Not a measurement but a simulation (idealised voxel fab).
Proc. module: voxel wiring stack
The figure presents cross-section cut, which has a width of 280 nm and is divided into square cells with an edge length of 5 nm.
Heads up, the way a cross-section reads in here is a grid of square cells, handed over as bands from the top down, with every band being one or more rows of cells. Within each band entry, the heights of the top and of the bottom of the band appear first, in that order and in nm; the materials of the band then follow from left to right, each with its corresponding width in nm. The designation "edge to edge" on a single material indicates that it fills the band from edge to edge; the designation "empty" indicates empty space. Height datum 0, below which the as-received substrate wafer is one material. Lowest band open at the bottom, running downward: "0 -> down". Width spec "30 to 40" -> top row of cells at first value, bottom row at second value, equal per-row change in between. What does "no modification" mean for a step? It means no cell of the cross-section changed in that step. This entry, "closed voids", enumerates those empty regions of no fewer than 8 cells that possess no open connection to the top. Each region is reported in the form width x height at distance, the distance being taken from the left edge, with all three quantities expressed in nm. Anything after a step's settings on that line? It's the simulator's own note about the step. Each step line may optionally specify "overlay nm", which for a step with a mask gives the rightward distance between the mask's planned place and where it lay, a negative value indicating the leftward direction.
Steps in the process plan
1 RECEIVE with material Si
2 CONFORMAL_DEP with material SiO2, thk nm 10
3 CONFORMAL_DEP with material SiN, thk nm 5
4 DIRECTIONAL_DEP with material lowk, thk nm 20
5 MASKED_ETCH with tone open, mask id METAL_1, width nm 20, pitch nm 50, etch materials lowk, depth nm 20, overlay nm 0
6 MASKED_ETCH with tone open, mask id METAL_1, width nm 20, pitch nm 50, etch materials SiN, depth nm 5, overlay nm 0
7 CONFORMAL_DEP with material TiN, thk nm 5
8 FILL_DEP with material W, thk nm 10
9 CMP with height nm 35
10 CONFORMAL_DEP with material SiCN, thk nm 5
11 DIRECTIONAL_DEP with material SiO2, thk nm 10
12 DIRECTIONAL_DEP with material aC, thk nm 15
13 PATTERN with tone open, mask id PLUG_1, material resist, width nm 15, pitch nm 50, thk nm 35, overlay nm 0
14 DIRECTIONAL_ETCH with etch materials aC, depth nm 15
15 STRIP with etch materials resist
16 DIRECTIONAL_ETCH with etch materials SiO2, depth nm 10
17 DIRECTIONAL_ETCH with etch materials SiCN, depth nm 5
18 STRIP with etch materials aC
19 EPI with material Ru, thk nm 10
20 EPI with material Ru, thk nm 5
21 DIRECTIONAL_DEP with material TiN, thk nm 5
22 DIRECTIONAL_DEP with material Ru, thk nm 25
23 DIRECTIONAL_DEP with material aC, thk nm 10
24 PATTERN with tone cover, mask id METAL_2, material resist, width nm 20, pitch nm 50, thk nm 25, overlay nm 0
25 DIRECTIONAL_ETCH with etch materials aC, depth nm 10
26 STRIP with etch materials resist
27 DIRECTIONAL_ETCH with etch materials Ru, depth nm 25
28 DIRECTIONAL_ETCH with etch materials TiN, depth nm 5
29 STRIP with etch materials aC
30 FILL_DEP with material lowk, thk nm 10
31 CMP with height nm 80
32 CONFORMAL_DEP with material SiN, thk nm 5
Wafer, first of two, run as planned
Cross-section of the wafer as it came to us, i.e., already through step 1
    0 -> down: Si edge to edge
    closed voids: none
State of the wafer after step 2, shown in cross-section
    10 -> 0: SiO2 edge to edge
    Under 0: no change, same as before.
State of the wafer after step 3, shown in cross-section
    15 -> 10: SiN edge to edge
    Under 10: no change, same as before.
State of the wafer after step 4, shown in cross-section
    35 -> 15: lowk edge to edge
    Under 15: no change, same as before.
State of the wafer after step 5, shown in cross-section
    35 -> 15: 55 nm lowk, then 20 nm empty, then 30 nm lowk, then 20 nm empty, then 30 nm lowk, then 20 nm empty, then 30 nm lowk, then 20 nm empty, then 55 nm lowk
    Under 15: no change, same as before.
State of the wafer after step 6, shown in cross-section
    35 -> 15: 55 nm lowk, then 20 nm empty, then 30 nm lowk, then 20 nm empty, then 30 nm lowk, then 20 nm empty, then 30 nm lowk, then 20 nm empty, then 55 nm lowk
    15 -> 10: 55 nm SiN, then 20 nm empty, then 30 nm SiN, then 20 nm empty, then 30 nm SiN, then 20 nm empty, then 30 nm SiN, then 20 nm empty, then 55 nm SiN
    Under 10: no change, same as before.
State of the wafer after step 7, shown in cross-section
    40 -> 35: 60 nm TiN, then 10 nm empty, then 40 nm TiN, then 10 nm empty, then 40 nm TiN, then 10 nm empty, then 40 nm TiN, then 10 nm empty, then 60 nm TiN
    35 -> 15: 55 nm lowk, then 5 nm TiN, then 10 nm empty, then 5 nm TiN, then 30 nm lowk, then 5 nm TiN, then 10 nm empty, then 5 nm TiN, then 30 nm lowk, then 5 nm TiN, then 10 nm empty, then 5 nm TiN, then 30 nm lowk, then 5 nm TiN, then 10 nm empty, then 5 nm TiN, then 55 nm lowk
    15 -> 10: 55 nm SiN, then 20 nm TiN, then 30 nm SiN, then 20 nm TiN, then 30 nm SiN, then 20 nm TiN, then 30 nm SiN, then 20 nm TiN, then 55 nm SiN
    Under 10: no change, same as before.
State of the wafer after step 8, shown in cross-section
    50 -> 40: W edge to edge
    40 -> 35: 60 nm TiN, then 10 nm W, then 40 nm TiN, then 10 nm W, then 40 nm TiN, then 10 nm W, then 40 nm TiN, then 10 nm W, then 60 nm TiN
    35 -> 15: 55 nm lowk, then 5 nm TiN, then 10 nm W, then 5 nm TiN, then 30 nm lowk, then 5 nm TiN, then 10 nm W, then 5 nm TiN, then 30 nm lowk, then 5 nm TiN, then 10 nm W, then 5 nm TiN, then 30 nm lowk, then 5 nm TiN, then 10 nm W, then 5 nm TiN, then 55 nm lowk
    Under 15: no change, same as before.
State of the wafer after step 9, shown in cross-section
    35 -> 15: 55 nm lowk, then 5 nm TiN, then 10 nm W, then 5 nm TiN, then 30 nm lowk, then 5 nm TiN, then 10 nm W, then 5 nm TiN, then 30 nm lowk, then 5 nm TiN, then 10 nm W, then 5 nm TiN, then 30 nm lowk, then 5 nm TiN, then 10 nm W, then 5 nm TiN, then 55 nm lowk
    Under 15: no change, same as before.
State of the wafer after step 10, shown in cross-section
    40 -> 35: SiCN edge to edge
    Under 35: no change, same as before.
State of the wafer after step 11, shown in cross-section
    50 -> 40: SiO2 edge to edge
    Under 40: no change, same as before.
State of the wafer after step 12, shown in cross-section
    65 -> 50: aC edge to edge
    Under 50: no change, same as before.
State of the wafer after step 13, shown in cross-section
    100 -> 65: 55 nm resist, then 15 nm empty, then 35 nm resist, then 15 nm empty, then 35 nm resist, then 15 nm empty, then 35 nm resist, then 15 nm empty, then 60 nm resist
    Under 65: no change, same as before.
State of the wafer after step 14, shown in cross-section
    85 -> 65: 55 nm resist, then 15 nm empty, then 35 nm resist, then 15 nm empty, then 35 nm resist, then 15 nm empty, then 35 nm resist, then 15 nm empty, then 60 nm resist
    65 -> 50: 55 nm aC, then 15 nm empty, then 35 nm aC, then 15 nm empty, then 35 nm aC, then 15 nm empty, then 35 nm aC, then 15 nm empty, then 60 nm aC
    Under 50: no change, same as before.
State of the wafer after step 15, shown in cross-section
    65 -> 50: 55 nm aC, then 15 nm empty, then 35 nm aC, then 15 nm empty, then 35 nm aC, then 15 nm empty, then 35 nm aC, then 15 nm empty, then 60 nm aC
    Under 50: no change, same as before.
State of the wafer after step 16, shown in cross-section
    65 -> 50: 55 nm aC, then 15 nm empty, then 35 nm aC, then 15 nm empty, then 35 nm aC, then 15 nm empty, then 35 nm aC, then 15 nm empty, then 60 nm aC
    50 -> 40: 55 nm SiO2, then 15 nm empty, then 35 nm SiO2, then 15 nm empty, then 35 nm SiO2, then 15 nm empty, then 35 nm SiO2, then 15 nm empty, then 60 nm SiO2
    Under 40: no change, same as before.
State of the wafer after step 17, shown in cross-section
    65 -> 50: 55 nm aC, then 15 nm empty, then 35 nm aC, then 15 nm empty, then 35 nm aC, then 15 nm empty, then 35 nm aC, then 15 nm empty, then 60 nm aC
    50 -> 40: 55 nm SiO2, then 15 nm empty, then 35 nm SiO2, then 15 nm empty, then 35 nm SiO2, then 15 nm empty, then 35 nm SiO2, then 15 nm empty, then 60 nm SiO2
    40 -> 35: 55 nm SiCN, then 15 nm empty, then 35 nm SiCN, then 15 nm empty, then 35 nm SiCN, then 15 nm empty, then 35 nm SiCN, then 15 nm empty, then 60 nm SiCN
    Under 35: no change, same as before.
State of the wafer after step 18, shown in cross-section
    50 -> 40: 55 nm SiO2, then 15 nm empty, then 35 nm SiO2, then 15 nm empty, then 35 nm SiO2, then 15 nm empty, then 35 nm SiO2, then 15 nm empty, then 60 nm SiO2
    Under 40: no change, same as before.
State of the wafer after step 19, shown in cross-section
    50 -> 45: 55 nm SiO2, then 15 nm empty, then 35 nm SiO2, then 15 nm empty, then 35 nm SiO2, then 15 nm empty, then 35 nm SiO2, then 15 nm empty, then 60 nm SiO2
    45 -> 40: 55 nm SiO2, then 15 nm Ru, then 35 nm SiO2, then 15 nm Ru, then 35 nm SiO2, then 15 nm Ru, then 35 nm SiO2, then 15 nm Ru, then 60 nm SiO2
    40 -> 35: 55 nm SiCN, then 15 nm Ru, then 35 nm SiCN, then 15 nm Ru, then 35 nm SiCN, then 15 nm Ru, then 35 nm SiCN, then 15 nm Ru, then 60 nm SiCN
    Under 35: no change, same as before.
State of the wafer after step 20, shown in cross-section
    50 -> 40: 55 nm SiO2, then 15 nm Ru, then 35 nm SiO2, then 15 nm Ru, then 35 nm SiO2, then 15 nm Ru, then 35 nm SiO2, then 15 nm Ru, then 60 nm SiO2
    Under 40: no change, same as before.
State of the wafer after step 21, shown in cross-section
    55 -> 50: TiN edge to edge
    Under 50: no change, same as before.
State of the wafer after step 22, shown in cross-section
    80 -> 55: Ru edge to edge
    Under 55: no change, same as before.
State of the wafer after step 23, shown in cross-section
    90 -> 80: aC edge to edge
    Under 80: no change, same as before.
State of the wafer after step 24, shown in cross-section
    115 -> 90: 55 nm empty, then 20 nm resist, then 30 nm empty, then 20 nm resist, then 30 nm empty, then 20 nm resist, then 30 nm empty, then 20 nm resist, then 55 nm empty
    Under 90: no change, same as before.
State of the wafer after step 25, shown in cross-section
    105 -> 90: 55 nm empty, then 20 nm resist, then 30 nm empty, then 20 nm resist, then 30 nm empty, then 20 nm resist, then 30 nm empty, then 20 nm resist, then 55 nm empty
    90 -> 80: 55 nm empty, then 20 nm aC, then 30 nm empty, then 20 nm aC, then 30 nm empty, then 20 nm aC, then 30 nm empty, then 20 nm aC, then 55 nm empty
    Under 80: no change, same as before.
State of the wafer after step 26, shown in cross-section
    90 -> 80: 55 nm empty, then 20 nm aC, then 30 nm empty, then 20 nm aC, then 30 nm empty, then 20 nm aC, then 30 nm empty, then 20 nm aC, then 55 nm empty
    Under 80: no change, same as before.
State of the wafer after step 27, shown in cross-section
    90 -> 80: 55 nm empty, then 20 nm aC, then 30 nm empty, then 20 nm aC, then 30 nm empty, then 20 nm aC, then 30 nm empty, then 20 nm aC, then 55 nm empty
    80 -> 55: 55 nm empty, then 20 nm Ru, then 30 nm empty, then 20 nm Ru, then 30 nm empty, then 20 nm Ru, then 30 nm empty, then 20 nm Ru, then 55 nm empty
    Under 55: no change, same as before.
State of the wafer after step 28, shown in cross-section
    90 -> 80: 55 nm empty, then 20 nm aC, then 30 nm empty, then 20 nm aC, then 30 nm empty, then 20 nm aC, then 30 nm empty, then 20 nm aC, then 55 nm empty
    80 -> 55: 55 nm empty, then 20 nm Ru, then 30 nm empty, then 20 nm Ru, then 30 nm empty, then 20 nm Ru, then 30 nm empty, then 20 nm Ru, then 55 nm empty
    55 -> 50: 55 nm empty, then 20 nm TiN, then 30 nm empty, then 20 nm TiN, then 30 nm empty, then 20 nm TiN, then 30 nm empty, then 20 nm TiN, then 55 nm empty
    Under 50: no change, same as before.
State of the wafer after step 29, shown in cross-section
    80 -> 55: 55 nm empty, then 20 nm Ru, then 30 nm empty, then 20 nm Ru, then 30 nm empty, then 20 nm Ru, then 30 nm empty, then 20 nm Ru, then 55 nm empty
    Under 55: no change, same as before.
State of the wafer after step 30, shown in cross-section
    90 -> 80: lowk edge to edge
    80 -> 55: 55 nm lowk, then 20 nm Ru, then 30 nm lowk, then 20 nm Ru, then 30 nm lowk, then 20 nm Ru, then 30 nm lowk, then 20 nm Ru, then 55 nm lowk
    55 -> 50: 55 nm lowk, then 20 nm TiN, then 30 nm lowk, then 20 nm TiN, then 30 nm lowk, then 20 nm TiN, then 30 nm lowk, then 20 nm TiN, then 55 nm lowk
    Under 50: no change, same as before.
State of the wafer after step 31, shown in cross-section
    80 -> 55: 55 nm lowk, then 20 nm Ru, then 30 nm lowk, then 20 nm Ru, then 30 nm lowk, then 20 nm Ru, then 30 nm lowk, then 20 nm Ru, then 55 nm lowk
    Under 55: no change, same as before.
State of the wafer after step 32, shown in cross-section
    85 -> 80: SiN edge to edge
    Under 80: no change, same as before.
Companion wafer, the second of two: same beginning, same intended sequence, one mistake in carrying it out; through step 12 inclusive it tracks the first exactly
Cross-section of the second wafer at the time step 13 of the plan should have ended
    100 -> 65: 45 nm resist, then 15 nm empty, then 35 nm resist, then 15 nm empty, then 35 nm resist, then 15 nm empty, then 35 nm resist, then 15 nm empty, then 70 nm resist
    Under 65: no change, same as before.
Cross-section of the second wafer at the time step 14 of the plan should have ended
    85 -> 65: 45 nm resist, then 15 nm empty, then 35 nm resist, then 15 nm empty, then 35 nm resist, then 15 nm empty, then 35 nm resist, then 15 nm empty, then 70 nm resist
    65 -> 50: 45 nm aC, then 15 nm empty, then 35 nm aC, then 15 nm empty, then 35 nm aC, then 15 nm empty, then 35 nm aC, then 15 nm empty, then 70 nm aC
    Under 50: no change, same as before.
Cross-section of the second wafer at the time step 15 of the plan should have ended
    65 -> 50: 45 nm aC, then 15 nm empty, then 35 nm aC, then 15 nm empty, then 35 nm aC, then 15 nm empty, then 35 nm aC, then 15 nm empty, then 70 nm aC
    Under 50: no change, same as before.
Cross-section of the second wafer at the time step 16 of the plan should have ended
    65 -> 50: 45 nm aC, then 15 nm empty, then 35 nm aC, then 15 nm empty, then 35 nm aC, then 15 nm empty, then 35 nm aC, then 15 nm empty, then 70 nm aC
    50 -> 40: 45 nm SiO2, then 15 nm empty, then 35 nm SiO2, then 15 nm empty, then 35 nm SiO2, then 15 nm empty, then 35 nm SiO2, then 15 nm empty, then 70 nm SiO2
    Under 40: no change, same as before.
Cross-section of the second wafer at the time step 17 of the plan should have ended
    65 -> 50: 45 nm aC, then 15 nm empty, then 35 nm aC, then 15 nm empty, then 35 nm aC, then 15 nm empty, then 35 nm aC, then 15 nm empty, then 70 nm aC
    50 -> 40: 45 nm SiO2, then 15 nm empty, then 35 nm SiO2, then 15 nm empty, then 35 nm SiO2, then 15 nm empty, then 35 nm SiO2, then 15 nm empty, then 70 nm SiO2
    40 -> 35: 45 nm SiCN, then 15 nm empty, then 35 nm SiCN, then 15 nm empty, then 35 nm SiCN, then 15 nm empty, then 35 nm SiCN, then 15 nm empty, then 70 nm SiCN
    Under 35: no change, same as before.
Cross-section of the second wafer at the time step 18 of the plan should have ended
    50 -> 40: 45 nm SiO2, then 15 nm empty, then 35 nm SiO2, then 15 nm empty, then 35 nm SiO2, then 15 nm empty, then 35 nm SiO2, then 15 nm empty, then 70 nm SiO2
    Under 40: no change, same as before.
Cross-section of the second wafer at the time step 19 of the plan should have ended
    50 -> 45: 45 nm SiO2, then 15 nm empty, then 35 nm SiO2, then 15 nm empty, then 35 nm SiO2, then 15 nm empty, then 35 nm SiO2, then 15 nm empty, then 70 nm SiO2
    45 -> 40: 45 nm SiO2, then 15 nm Ru, then 35 nm SiO2, then 15 nm Ru, then 35 nm SiO2, then 15 nm Ru, then 35 nm SiO2, then 15 nm Ru, then 70 nm SiO2
    40 -> 35: 45 nm SiCN, then 15 nm Ru, then 35 nm SiCN, then 15 nm Ru, then 35 nm SiCN, then 15 nm Ru, then 35 nm SiCN, then 15 nm Ru, then 70 nm SiCN
    Under 35: no change, same as before.
Cross-section of the second wafer at the time step 20 of the plan should have ended
    50 -> 40: 45 nm SiO2, then 15 nm Ru, then 35 nm SiO2, then 15 nm Ru, then 35 nm SiO2, then 15 nm Ru, then 35 nm SiO2, then 15 nm Ru, then 70 nm SiO2
    Under 40: no change, same as before.
Cross-section of the second wafer at the time step 21 of the plan should have ended
    55 -> 50: TiN edge to edge
    Under 50: no change, same as before.
Cross-section of the second wafer at the time step 22 of the plan should have ended
    80 -> 55: Ru edge to edge
    Under 55: no change, same as before.
Cross-section of the second wafer at the time step 23 of the plan should have ended
    90 -> 80: aC edge to edge
    Under 80: no change, same as before.
Cross-section of the second wafer at the time step 24 of the plan should have ended
    115 -> 90: 55 nm empty, then 20 nm resist, then 30 nm empty, then 20 nm resist, then 30 nm empty, then 20 nm resist, then 30 nm empty, then 20 nm resist, then 55 nm empty
    Under 90: no change, same as before.
Cross-section of the second wafer at the time step 25 of the plan should have ended
    105 -> 90: 55 nm empty, then 20 nm resist, then 30 nm empty, then 20 nm resist, then 30 nm empty, then 20 nm resist, then 30 nm empty, then 20 nm resist, then 55 nm empty
    90 -> 80: 55 nm empty, then 20 nm aC, then 30 nm empty, then 20 nm aC, then 30 nm empty, then 20 nm aC, then 30 nm empty, then 20 nm aC, then 55 nm empty
    Under 80: no change, same as before.
Cross-section of the second wafer at the time step 26 of the plan should have ended
    90 -> 80: 55 nm empty, then 20 nm aC, then 30 nm empty, then 20 nm aC, then 30 nm empty, then 20 nm aC, then 30 nm empty, then 20 nm aC, then 55 nm empty
    Under 80: no change, same as before.
Cross-section of the second wafer at the time step 27 of the plan should have ended
    90 -> 80: 55 nm empty, then 20 nm aC, then 30 nm empty, then 20 nm aC, then 30 nm empty, then 20 nm aC, then 30 nm empty, then 20 nm aC, then 55 nm empty
    80 -> 55: 55 nm empty, then 20 nm Ru, then 30 nm empty, then 20 nm Ru, then 30 nm empty, then 20 nm Ru, then 30 nm empty, then 20 nm Ru, then 55 nm empty
    Under 55: no change, same as before.
Cross-section of the second wafer at the time step 28 of the plan should have ended
    90 -> 80: 55 nm empty, then 20 nm aC, then 30 nm empty, then 20 nm aC, then 30 nm empty, then 20 nm aC, then 30 nm empty, then 20 nm aC, then 55 nm empty
    80 -> 55: 55 nm empty, then 20 nm Ru, then 30 nm empty, then 20 nm Ru, then 30 nm empty, then 20 nm Ru, then 30 nm empty, then 20 nm Ru, then 55 nm empty
    55 -> 50: 55 nm empty, then 20 nm TiN, then 30 nm empty, then 20 nm TiN, then 30 nm empty, then 20 nm TiN, then 30 nm empty, then 20 nm TiN, then 55 nm empty
    Under 50: no change, same as before.
Cross-section of the second wafer at the time step 29 of the plan should have ended
    80 -> 55: 55 nm empty, then 20 nm Ru, then 30 nm empty, then 20 nm Ru, then 30 nm empty, then 20 nm Ru, then 30 nm empty, then 20 nm Ru, then 55 nm empty
    Under 55: no change, same as before.
Cross-section of the second wafer at the time step 30 of the plan should have ended
    90 -> 80: lowk edge to edge
    80 -> 55: 55 nm lowk, then 20 nm Ru, then 30 nm lowk, then 20 nm Ru, then 30 nm lowk, then 20 nm Ru, then 30 nm lowk, then 20 nm Ru, then 55 nm lowk
    55 -> 50: 55 nm lowk, then 20 nm TiN, then 30 nm lowk, then 20 nm TiN, then 30 nm lowk, then 20 nm TiN, then 30 nm lowk, then 20 nm TiN, then 55 nm lowk
    Under 50: no change, same as before.
Cross-section of the second wafer at the time step 31 of the plan should have ended
    80 -> 55: 55 nm lowk, then 20 nm Ru, then 30 nm lowk, then 20 nm Ru, then 30 nm lowk, then 20 nm Ru, then 30 nm lowk, then 20 nm Ru, then 55 nm lowk
    Under 55: no change, same as before.
Cross-section of the second wafer at the time step 32 of the plan should have ended
    85 -> 80: SiN edge to edge
    Under 80: no change, same as before.
Nonconformance to the process plan: step 13 ran as: PATTERN with tone open, mask id PLUG_1, material resist, width nm 15, pitch nm 50, thk nm 35, overlay nm -10
Final wafers compared: equal cell tally per material, rearranged layout.
